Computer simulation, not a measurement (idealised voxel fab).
The following process module bears the name voxel quadruple lines.
The figure presents cross-section cut, which has a width of 260 nm and is divided into square cells with an edge length of 5 nm.
Format of a cross-section: grid, square cells. Given as bands. Order: top down. Band: one or more rows of cells.
Quick guide to a band line: top height, bottom height (nm) up front; then every material left to right with its width in nm. Only one material and it's marked "full width"? Then it fills the band edge to edge. And "empty" just means empty space.
The reference from which all heights are counted is 0, the level beneath which the as-received wafer is entirely one material; the lowest band, having no lower bound, proceeds downward and is written after the example "top 0, no bottom".
Read "30..40" as a graded width: first number on top, second number at the bottom, same change between each pair of neighbouring rows.
The cross-section has no changed cell in any step marked "nothing changed".
Basically, "Sealed voids" tells you about the enclosed voids: empty spaces with no open way to the top, 8 cells or bigger, each written width x height at distance, where distance is from the left edge, all in nm.
It should be noted that, on the line of a given step, the content following the step's settings is a remark produced by the simulator itself with respect to that step.
overlay nm: for a step with a mask, the amount by which the mask lay right of where it was planned; a negative amount means left of it.

Here's what the planned process steps look like:
1) op RECEIVE | material Si
2) op CONFORMAL_DEP | material Al2O3 | thk nm 5
3) op DIRECTIONAL_DEP | material W | thk nm 15
4) op DIRECTIONAL_DEP | material polySi | thk nm 20
5) op DIRECTIONAL_DEP | material aC | thk nm 20
6) op PATTERN | tone cover | mask id MANDREL | material resist | width nm 20 | thk nm 30 | overlay nm 0
7) op DIRECTIONAL_ETCH | etch materials aC | depth nm 20
8) op STRIP | etch materials resist
9) op CONFORMAL_DEP | material SiO2 | thk nm 10
10) op DIRECTIONAL_ETCH | etch materials SiO2 | depth nm 10
11) op STRIP | etch materials aC
12) op DIRECTIONAL_ETCH | etch materials polySi | depth nm 20
13) op STRIP | etch materials SiO2
14) op CONFORMAL_DEP | material SiCN | thk nm 5
15) op DIRECTIONAL_ETCH | etch materials SiCN | depth nm 5
16) op STRIP | etch materials polySi
17) op DIRECTIONAL_ETCH | etch materials W | depth nm 15
18) op STRIP | etch materials SiCN

Wafer at receipt (post step 1), cross-section:
    top 0, no bottom = Si full width
    Sealed voids: none

Wafer at module end, in section. Began as above, planned as above, run with one mistake:
    top 20, bottom 5 = 100 empty  5 W  10 empty  5 W  10 empty  5 W  10 empty  5 W  110 empty
    top 5, bottom 0 = Al2O3 full width
    top 0, no bottom = Si full width
    Sealed voids: none
Plan not followed: for step 6, the planned setting was not used; the step was instead run as op PATTERN | tone cover | mask id MANDREL | material resist | width nm 20 | thk nm 30 | overlay nm -5
